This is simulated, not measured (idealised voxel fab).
Name of the process module below: voxel ribs on slabs
Section shown: cut. Width: 300 nm. Cell size: 5 nm, square.
In what follows, cross-sections appear as grids of square cells, described through bands that run from the top down, where every band is one or more rows of cells. This entry defines a band. It first specifies the height of the band's top and the height of its bottom in nm, and then specifies the band's materials from left to right, stating each material with its width in nm. The word "throughout" identifies a single material that fills the band from edge to edge, while the word "blank" identifies empty space. It should be noted that heights are counted from 0, beneath which the wafer as supplied is of one material throughout, and that the lowest band possesses no lower boundary but continues downward, as written in "0 -> down". When a width is written as two numbers, as in "30->40", the first number is the width in the top row of cells of the band and the second is the width in its bottom row, and the width changes by the same amount from each row to the next. Given "identical to before" for a step, no cell of the cross-section differs between before and after that step. This entry, "Completely sealed voids", enumerates those empty regions of no fewer than 8 cells that possess no open connection to the top. Each region is reported in the form width x height at distance, the distance being taken from the left edge, with all three quantities expressed in nm. Whatever follows a step's settings on its line is a remark the simulator itself makes about that step. A step line may carry the setting "overlay nm", which, for steps involving a mask, states the distance by which the mask lay to the right of its intended position; negative values denote displacement to the left.

### Steps in the process plan
1: RECEIVE [material Si]
2: DIRECTIONAL_DEP [material SiO2] [thk nm 25]
3: DIRECTIONAL_DEP [material polySi] [thk nm 20]
4: PATTERN [tone cover] [mask id RIB] [material resist] [width nm 30] [thk nm 15] [overlay nm 0]
5: DIRECTIONAL_ETCH [etch materials polySi] [depth nm 15]
6: STRIP [etch materials resist]
7: PATTERN [tone cover] [mask id SLAB] [material resist] [width nm 90] [thk nm 20] [overlay nm 0]
8: DIRECTIONAL_ETCH [etch materials polySi] [depth nm 5]
9: STRIP [etch materials resist]
10: FILL_DEP [material SiO2] [thk nm 20]
11: CMP [height nm 60]
12: DIRECTIONAL_DEP [material W] [thk nm 5]
13: PATTERN [tone cover] [mask id HEATER] [material resist] [width nm 40] [thk nm 20] [overlay nm 0]
14: DIRECTIONAL_ETCH [etch materials W] [depth nm 5]
15: STRIP [etch materials resist]
16: CONFORMAL_DEP [material SiN] [thk nm 5]

### Cross-sectional view of the wafer in its as-received condition, corresponding to the state after step 1
0 -> down: Si throughout
Completely sealed voids: none

### Post-module cross-section: identical start and plan to those above, one misstep in execution
70 -> 65: 125 blank, then 50 SiN, then 125 blank
65 -> 60: 130 SiN, then 40 W, then 130 SiN
60 -> 25: polySi throughout
25 -> 0: SiO2 throughout
0 -> down: Si throughout
Completely sealed voids: none
In executing the process, a mistake was made relative to the plan: step 10 ran with different settings than intended, the actual operation and settings being FILL_DEP [material polySi] [thk nm 20]
